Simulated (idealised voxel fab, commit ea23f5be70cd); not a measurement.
This section sets out a process module, namely voxel self aligned vias.
Cross-section cut spans 275 nm and uses square cells 5 nm in size.
Cross-section spec: square-cell grid; bands listed top down; each band is one or more rows. What a band's entry tells you: where the top is and where the bottom is, as heights in nm, and after that what lies inside, material by material from left to right, each with its width in nm. Empty space is written as the word "blank", and a single material marked with the word "edge to edge" occupies the band from edge to edge. Height 0 is the level under which the wafer as received is all one material. The lowest band goes on downwards, as in "z 0 and below". Per-row width for "30 to 40": begins at first number (top row of band), ends at second number (bottom row), increment between rows held constant. It should be understood that the words "all unchanged", when stated for a given step, signify that the cross-section underwent no change in any of its cells during that step. The list in "Voids, enclosed" covers empty spaces of 8 cells or more that cannot reach the top through any open way, and it gives each as width x height at distance; the distance is from the left edge, and width, height and distance are in nm. Whatever follows a step's settings on its line is a remark the simulator itself makes about that step. The setting "overlay nm" may be written on the line of a step. When the step uses a mask, the value reports how far to the right of the planned place the mask lay, and a negative value reports that it lay to the left.

-- Process steps (planned)
1,RECEIVE with material Si
2,CONFORMAL_DEP with material SiO2, thk nm 15
3,CONFORMAL_DEP with material SiCN, thk nm 5
4,DIRECTIONAL_DEP with material SiO2, thk nm 20
5,PATTERN with tone open, mask id LINES, material resist, width nm 20, pitch nm 70, thk nm 15, overlay nm 0
6,DIRECTIONAL_ETCH with etch materials SiO2, depth nm 20
7,STRIP with etch materials resist
8,CONFORMAL_DEP with material TiN, thk nm 5
9,FILL_DEP with material W, thk nm 5
10,CMP with height nm 40
11,SELECTIVE_ETCH with etch materials W Ru TiN, depth nm 5
12,FILL_DEP with material SiN, thk nm 5
13,CMP with height nm 40
14,DIRECTIONAL_DEP with material SiO2, thk nm 15
15,PATTERN with tone open, mask id VIAS, material resist, width nm 40, pitch nm 140, thk nm 15, overlay nm 0
16,DIRECTIONAL_ETCH with etch materials SiO2, depth nm 15
17,DIRECTIONAL_ETCH with etch materials SiN, depth nm 5
18,STRIP with etch materials resist
19,CONFORMAL_DEP with material TiN, thk nm 5
20,FILL_DEP with material Cu, thk nm 10
21,CMP with height nm 55
22,CONFORMAL_DEP with material SiN, thk nm 5

-- First out of two wafers; run went to plan

-- Wafer at receipt (post step 1), cross-section
- z 0 and below: Si edge to edge
- Voids, enclosed: none

-- Cross-section of the wafer after step 2
- z 15 to 0: SiO2 edge to edge
- below 0: unchanged

-- Cross-section of the wafer after step 3
- z 20 to 15: SiCN edge to edge
- below 15: unchanged

-- Cross-section of the wafer after step 4
- z 40 to 20: SiO2 edge to edge
- below 20: unchanged

-- Cross-section of the wafer after step 5
- z 55 to 40: 55 nm resist; 20 nm blank; 50 nm resist; 20 nm blank; 50 nm resist; 20 nm blank; 60 nm resist
- below 40: unchanged

-- Cross-section of the wafer after step 6
- z 55 to 40: 55 nm resist; 20 nm blank; 50 nm resist; 20 nm blank; 50 nm resist; 20 nm blank; 60 nm resist
- z 40 to 20: 55 nm SiO2; 20 nm blank; 50 nm SiO2; 20 nm blank; 50 nm SiO2; 20 nm blank; 60 nm SiO2
- below 20: unchanged

-- Cross-section of the wafer after step 7
- z 40 to 20: 55 nm SiO2; 20 nm blank; 50 nm SiO2; 20 nm blank; 50 nm SiO2; 20 nm blank; 60 nm SiO2
- below 20: unchanged

-- Cross-section of the wafer after step 8
- z 45 to 40: 60 nm TiN; 10 nm blank; 60 nm TiN; 10 nm blank; 60 nm TiN; 10 nm blank; 65 nm TiN
- z 40 to 25: 55 nm SiO2; 5 nm TiN; 10 nm blank; 5 nm TiN; 50 nm SiO2; 5 nm TiN; 10 nm blank; 5 nm TiN; 50 nm SiO2; 5 nm TiN; 10 nm blank; 5 nm TiN; 60 nm SiO2
- z 25 to 20: 55 nm SiO2; 20 nm TiN; 50 nm SiO2; 20 nm TiN; 50 nm SiO2; 20 nm TiN; 60 nm SiO2
- below 20: unchanged

-- Cross-section of the wafer after step 9
- z 50 to 45: W edge to edge
- z 45 to 40: 60 nm TiN; 10 nm W; 60 nm TiN; 10 nm W; 60 nm TiN; 10 nm W; 65 nm TiN
- z 40 to 25: 55 nm SiO2; 5 nm TiN; 10 nm W; 5 nm TiN; 50 nm SiO2; 5 nm TiN; 10 nm W; 5 nm TiN; 50 nm SiO2; 5 nm TiN; 10 nm W; 5 nm TiN; 60 nm SiO2
- below 25: unchanged

-- Cross-section of the wafer after step 10
- z 40 to 25: 55 nm SiO2; 5 nm TiN; 10 nm W; 5 nm TiN; 50 nm SiO2; 5 nm TiN; 10 nm W; 5 nm TiN; 50 nm SiO2; 5 nm TiN; 10 nm W; 5 nm TiN; 60 nm SiO2
- below 25: unchanged

-- Cross-section of the wafer after step 11
- z 40 to 35: 55 nm SiO2; 20 nm blank; 50 nm SiO2; 20 nm blank; 50 nm SiO2; 20 nm blank; 60 nm SiO2
- below 35: unchanged

-- Cross-section of the wafer after step 12
- z 45 to 40: SiN edge to edge
- z 40 to 35: 55 nm SiO2; 20 nm SiN; 50 nm SiO2; 20 nm SiN; 50 nm SiO2; 20 nm SiN; 60 nm SiO2
- below 35: unchanged

-- Cross-section of the wafer after step 13
- z 40 to 35: 55 nm SiO2; 20 nm SiN; 50 nm SiO2; 20 nm SiN; 50 nm SiO2; 20 nm SiN; 60 nm SiO2
- below 35: unchanged

-- Cross-section of the wafer after step 14
- z 55 to 40: SiO2 edge to edge
- below 40: unchanged

-- Cross-section of the wafer after step 15
- z 70 to 55: 45 nm resist; 40 nm blank; 100 nm resist; 40 nm blank; 50 nm resist
- below 55: unchanged

-- Cross-section of the wafer after step 16
- z 70 to 55: 45 nm resist; 40 nm blank; 100 nm resist; 40 nm blank; 50 nm resist
- z 55 to 40: 45 nm SiO2; 40 nm blank; 100 nm SiO2; 40 nm blank; 50 nm SiO2
- below 40: unchanged

-- Cross-section of the wafer after step 17
- z 70 to 55: 45 nm resist; 40 nm blank; 100 nm resist; 40 nm blank; 50 nm resist
- z 55 to 40: 45 nm SiO2; 40 nm blank; 100 nm SiO2; 40 nm blank; 50 nm SiO2
- z 40 to 35: 55 nm SiO2; 20 nm blank; 50 nm SiO2; 20 nm SiN; 50 nm SiO2; 20 nm blank; 60 nm SiO2
- below 35: unchanged

-- Cross-section of the wafer after step 18
- z 55 to 40: 45 nm SiO2; 40 nm blank; 100 nm SiO2; 40 nm blank; 50 nm SiO2
- below 40: unchanged

-- Cross-section of the wafer after step 19
- z 60 to 55: 50 nm TiN; 30 nm blank; 110 nm TiN; 30 nm blank; 55 nm TiN
- z 55 to 45: 45 nm SiO2; 5 nm TiN; 30 nm blank; 5 nm TiN; 100 nm SiO2; 5 nm TiN; 30 nm blank; 5 nm TiN; 50 nm SiO2
- z 45 to 40: 45 nm SiO2; 15 nm TiN; 10 nm blank; 15 nm TiN; 100 nm SiO2; 15 nm TiN; 10 nm blank; 15 nm TiN; 50 nm SiO2
- z 40 to 35: 55 nm SiO2; 20 nm TiN; 50 nm SiO2; 20 nm SiN; 50 nm SiO2; 20 nm TiN; 60 nm SiO2
- below 35: unchanged

-- Cross-section of the wafer after step 20
- z 70 to 60: Cu edge to edge
- z 60 to 55: 50 nm TiN; 30 nm Cu; 110 nm TiN; 30 nm Cu; 55 nm TiN
- z 55 to 45: 45 nm SiO2; 5 nm TiN; 30 nm Cu; 5 nm TiN; 100 nm SiO2; 5 nm TiN; 30 nm Cu; 5 nm TiN; 50 nm SiO2
- z 45 to 40: 45 nm SiO2; 15 nm TiN; 10 nm Cu; 15 nm TiN; 100 nm SiO2; 15 nm TiN; 10 nm Cu; 15 nm TiN; 50 nm SiO2
- below 40: unchanged

-- Cross-section of the wafer after step 21
- z 55 to 45: 45 nm SiO2; 5 nm TiN; 30 nm Cu; 5 nm TiN; 100 nm SiO2; 5 nm TiN; 30 nm Cu; 5 nm TiN; 50 nm SiO2
- below 45: unchanged

-- Cross-section of the wafer after step 22
- z 60 to 55: SiN edge to edge
- below 55: unchanged

-- The second wafer was prepared from the same starting point and under the same plan as the first; its processing contained one mistake, and it remains indistinguishable from the first wafer up to and including step 15

-- Cross-section of the second wafer at the time by which step 16 should have been completed according to the plan
- z 70 to 55: 45 nm resist; 40 nm blank; 100 nm resist; 40 nm blank; 50 nm resist
- z 55 to 40: 45 nm SiO2; 40 nm blank; 100 nm SiO2; 40 nm blank; 50 nm SiO2
- z 40 to 35: 45 nm SiO2; 10 nm blank; 20 nm SiN; 10 nm blank; 40 nm SiO2; 20 nm SiN; 40 nm SiO2; 10 nm blank; 20 nm SiN; 10 nm blank; 50 nm SiO2
- z 35 to 25: 45 nm SiO2; 10 nm blank; 5 nm TiN; 10 nm W; 5 nm TiN; 10 nm blank; 40 nm SiO2; 5 nm TiN; 10 nm W; 5 nm TiN; 40 nm SiO2; 10 nm blank; 5 nm TiN; 10 nm W; 5 nm TiN; 10 nm blank; 50 nm SiO2
- below 25: unchanged

-- Cross-section of the second wafer at the time by which step 17 should have been completed according to the plan
- z 70 to 55: 45 nm resist; 40 nm blank; 100 nm resist; 40 nm blank; 50 nm resist
- z 55 to 40: 45 nm SiO2; 40 nm blank; 100 nm SiO2; 40 nm blank; 50 nm SiO2
- z 40 to 35: 45 nm SiO2; 40 nm blank; 40 nm SiO2; 20 nm SiN; 40 nm SiO2; 40 nm blank; 50 nm SiO2
- below 35: unchanged

-- Cross-section of the second wafer at the time by which step 18 should have been completed according to the plan
- z 55 to 40: 45 nm SiO2; 40 nm blank; 100 nm SiO2; 40 nm blank; 50 nm SiO2
- below 40: unchanged

-- Cross-section of the second wafer at the time by which step 19 should have been completed according to the plan
- z 60 to 55: 50 nm TiN; 30 nm blank; 110 nm TiN; 30 nm blank; 55 nm TiN
- z 55 to 40: 45 nm SiO2; 5 nm TiN; 30 nm blank; 5 nm TiN; 100 nm SiO2; 5 nm TiN; 30 nm blank; 5 nm TiN; 50 nm SiO2
- z 40 to 35: 45 nm SiO2; 40 nm TiN; 40 nm SiO2; 20 nm SiN; 40 nm SiO2; 40 nm TiN; 50 nm SiO2
- z 35 to 25: 45 nm SiO2; 15 nm TiN; 10 nm W; 15 nm TiN; 40 nm SiO2; 5 nm TiN; 10 nm W; 5 nm TiN; 40 nm SiO2; 15 nm TiN; 10 nm W; 15 nm TiN; 50 nm SiO2
- below 25: unchanged

-- Cross-section of the second wafer at the time by which step 20 should have been completed according to the plan
- z 70 to 60: Cu edge to edge
- z 60 to 55: 50 nm TiN; 30 nm Cu; 110 nm TiN; 30 nm Cu; 55 nm TiN
- z 55 to 40: 45 nm SiO2; 5 nm TiN; 30 nm Cu; 5 nm TiN; 100 nm SiO2; 5 nm TiN; 30 nm Cu; 5 nm TiN; 50 nm SiO2
- below 40: unchanged

-- Cross-section of the second wafer at the time by which step 21 should have been completed according to the plan
- z 55 to 40: 45 nm SiO2; 5 nm TiN; 30 nm Cu; 5 nm TiN; 100 nm SiO2; 5 nm TiN; 30 nm Cu; 5 nm TiN; 50 nm SiO2
- below 40: unchanged

-- Cross-section of the second wafer at the time by which step 22 should have been completed according to the plan
- z 60 to 55: SiN edge to edge
- below 55: unchanged
What broke from the plan during processing? step 16 in the plan was executed twice
FYI, end of process, the second wafer has more or fewer cells of some materials than the first: 8 more of Cu | 24 fewer of SiO2 | 16 more of TiN
